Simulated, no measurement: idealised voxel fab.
Process module under the name voxel transistor to metal
225 nm wide, 5 nm square cells: that's cross-section cut.
A cross-section is written here as square cells arranged in a grid, and it is given in bands from the top down, each band taking up one or more rows of cells.
Basically the band line says how high the top is and how high the bottom is, in nm, and then what's in it from left to right, every material with its width in nm. Empty space shows up as "air", and if a single material carries "all across" it runs the full band edge to edge.
All heights in this document are referenced to 0, defined as the level beneath which the wafer, as received, consists entirely of one material. The lowest band is not bounded below; it extends indefinitely downward and is written in the form "z 0 and below".
Graded width ("30..40"): value in top row of band = first number; value in bottom row = second number; row-to-row change constant.
Take "identical to before" at face value: in the step it is given for, the cross-section changed in none of its cells.
Closed empty spaces (no open way to the top) of 8 cells or more are what "Sealed voids" lists, each as width x height at distance from the left edge, nm for all three.
What comes after the settings on a step's line is commentary from the simulator itself on that step.
A step's line can hold "overlay nm"; with a mask on that step, the setting says how far right of the planned place the mask lay, while a negative setting says it lay to the left.
STEPS IN THE PROCESS PLAN
1,RECEIVE [material Si]
2,CONFORMAL_DEP [material SiO2] [thk nm 5]
3,CONFORMAL_DEP [material SiN] [thk nm 15]
4,MASKED_ETCH [tone cover] [mask id ACTIVE] [width nm 85] [pitch nm 110] [etch materials SiN] [depth nm 15] [overlay nm 0]
5,MASKED_ETCH [tone cover] [mask id ACTIVE] [width nm 85] [pitch nm 110] [etch materials SiO2] [depth nm 5] [overlay nm 0]
6,MASKED_ETCH [tone cover] [mask id ACTIVE] [width nm 85] [pitch nm 110] [etch materials Si] [depth nm 30] [overlay nm 0]
7,OXIDIZE [depth nm 5]
8,FILL_DEP [material SiO2] [thk nm 10]
9,CMP [height nm 20]
10,SELECTIVE_ETCH [etch materials SiO2] [depth nm 10]
11,STRIP [etch materials SiN]
12,SELECTIVE_ETCH [etch materials SiO2] [depth nm 5]
13,OXIDIZE [depth nm 5]
14,DIRECTIONAL_DEP [material polySi] [thk nm 25]
15,DIRECTIONAL_DEP [material SiCN] [thk nm 15]
16,DIRECTIONAL_DEP [material aC] [thk nm 10]
17,PATTERN [tone cover] [mask id GATE] [material resist] [width nm 15] [pitch nm 110] [thk nm 30] [overlay nm 0]
18,DIRECTIONAL_ETCH [etch materials aC] [depth nm 10]
19,STRIP [etch materials resist]
20,DIRECTIONAL_ETCH [etch materials SiCN] [depth nm 25]
21,DIRECTIONAL_ETCH [etch materials polySi] [depth nm 35]
22,STRIP [etch materials aC]
23,CONFORMAL_DEP [material SiN] [thk nm 5]
24,DIRECTIONAL_ETCH [etch materials SiN] [depth nm 5]
25,DIRECTIONAL_ETCH [etch materials SiO2] [depth nm 5]
26,DIRECTIONAL_ETCH [etch materials Si] [depth nm 15]
27,EPI [material pSi] [thk nm 15]
28,FILL_DEP [material SiO2] [thk nm 10]
29,CMP [height nm 40]
30,DIRECTIONAL_DEP [material SiO2] [thk nm 15]
31,MASKED_ETCH [tone open] [mask id CONTACT] [width nm 15] [etch materials SiO2] [depth nm 60] [overlay nm 0]
32,CONFORMAL_DEP [material TiN] [thk nm 5]
33,FILL_DEP [material W] [thk nm 5]
34,CMP [height nm 55]
35,CONFORMAL_DEP [material SiCN] [thk nm 5]
36,DIRECTIONAL_DEP [material SiO2] [thk nm 15]
37,MASKED_ETCH [tone open] [mask id METAL_1] [width nm 15] [etch materials SiO2] [depth nm 15] [overlay nm 0]
38,MASKED_ETCH [tone open] [mask id METAL_1] [width nm 15] [etch materials SiCN] [depth nm 5] [overlay nm 0]
39,CONFORMAL_DEP [material TiN] [thk nm 5]
40,FILL_DEP [material Ru] [thk nm 10]
41,CMP [height nm 75]
42,CONFORMAL_DEP [material SiN] [thk nm 5]
CROSS-SECTION OF THE INCOMING WAFER, STATE AFTER STEP 1
z 0 and below | Si all across
Sealed voids: none
WAFER CROSS-SECTION AT END OF MODULE: START AND PLAN AS SHOWN ABOVE, ONE EXECUTION ERROR
z 80 to 75 | SiN all across
z 75 to 60 | 20 nm SiO2, then 5 nm TiN, then 5 nm Ru, then 5 nm TiN, then 45 nm SiO2, then 5 nm TiN, then 5 nm Ru, then 5 nm TiN, then 35 nm SiO2, then 5 nm TiN, then 5 nm Ru, then 5 nm TiN, then 45 nm SiO2, then 5 nm TiN, then 5 nm Ru, then 5 nm TiN, then 20 nm SiO2
z 60 to 55 | 20 nm SiCN, then 15 nm TiN, then 45 nm SiCN, then 15 nm TiN, then 35 nm SiCN, then 15 nm TiN, then 45 nm SiCN, then 15 nm TiN, then 20 nm SiCN
z 55 to 40 | 20 nm SiO2, then 5 nm TiN, then 5 nm W, then 5 nm TiN, then 45 nm SiO2, then 5 nm TiN, then 5 nm W, then 5 nm TiN, then 35 nm SiO2, then 5 nm TiN, then 5 nm W, then 5 nm TiN, then 45 nm SiO2, then 5 nm TiN, then 5 nm W, then 5 nm TiN, then 20 nm SiO2
z 40 to 30 | 20 nm SiO2, then 5 nm TiN, then 5 nm W, then 5 nm TiN, then 10 nm SiO2, then 5 nm SiN, then 15 nm SiCN, then 5 nm SiN, then 10 nm SiO2, then 5 nm TiN, then 5 nm W, then 5 nm TiN, then 35 nm SiO2, then 5 nm TiN, then 5 nm W, then 5 nm TiN, then 10 nm SiO2, then 5 nm SiN, then 15 nm SiCN, then 5 nm SiN, then 10 nm SiO2, then 5 nm TiN, then 5 nm W, then 5 nm TiN, then 20 nm SiO2
z 30 to 25 | 20 nm SiO2, then 15 nm TiN, then 10 nm SiO2, then 5 nm SiN, then 15 nm SiCN, then 5 nm SiN, then 10 nm SiO2, then 15 nm TiN, then 35 nm SiO2, then 15 nm TiN, then 10 nm SiO2, then 5 nm SiN, then 15 nm SiCN, then 5 nm SiN, then 10 nm SiO2, then 15 nm TiN, then 20 nm SiO2
z 25 to 10 | 20 nm SiO2, then 10 nm TiN, then 15 nm SiO2, then 5 nm SiN, then 15 nm polySi, then 5 nm SiN, then 15 nm SiO2, then 10 nm TiN, then 35 nm SiO2, then 10 nm TiN, then 15 nm SiO2, then 5 nm SiN, then 15 nm polySi, then 5 nm SiN, then 15 nm SiO2, then 10 nm TiN, then 20 nm SiO2
z 10 to 5 | 30 nm SiO2, then 15 nm pSi, then 5 nm SiN, then 15 nm polySi, then 5 nm SiN, then 15 nm pSi, then 55 nm SiO2, then 15 nm pSi, then 5 nm SiN, then 15 nm polySi, then 5 nm SiN, then 15 nm pSi, then 30 nm SiO2
z 5 to 0 | 10 nm SiO2, then 5 nm SiN, then 15 nm SiO2, then 15 nm pSi, then 5 nm SiN, then 15 nm polySi, then 5 nm SiN, then 15 nm pSi, then 15 nm SiO2, then 5 nm SiN, then 15 nm SiO2, then 5 nm SiN, then 15 nm SiO2, then 15 nm pSi, then 5 nm SiN, then 15 nm polySi, then 5 nm SiN, then 15 nm pSi, then 15 nm SiO2, then 5 nm SiN, then 10 nm SiO2
z 0 to -5 | 30 nm SiO2, then 15 nm pSi, then 25 nm SiO2, then 15 nm pSi, then 55 nm SiO2, then 15 nm pSi, then 25 nm SiO2, then 15 nm pSi, then 30 nm SiO2
z -5 to -20 | 20 nm SiO2, then 25 nm pSi, then 25 nm Si, then 25 nm pSi, then 35 nm SiO2, then 25 nm pSi, then 25 nm Si, then 25 nm pSi, then 20 nm SiO2
z -20 to -35 | 20 nm SiO2, then 75 nm Si, then 35 nm SiO2, then 75 nm Si, then 20 nm SiO2
z -35 and below | Si all across
Sealed voids: none
what went wrong: the run placed steps 30 and 31 each in the position the plan gave to the other
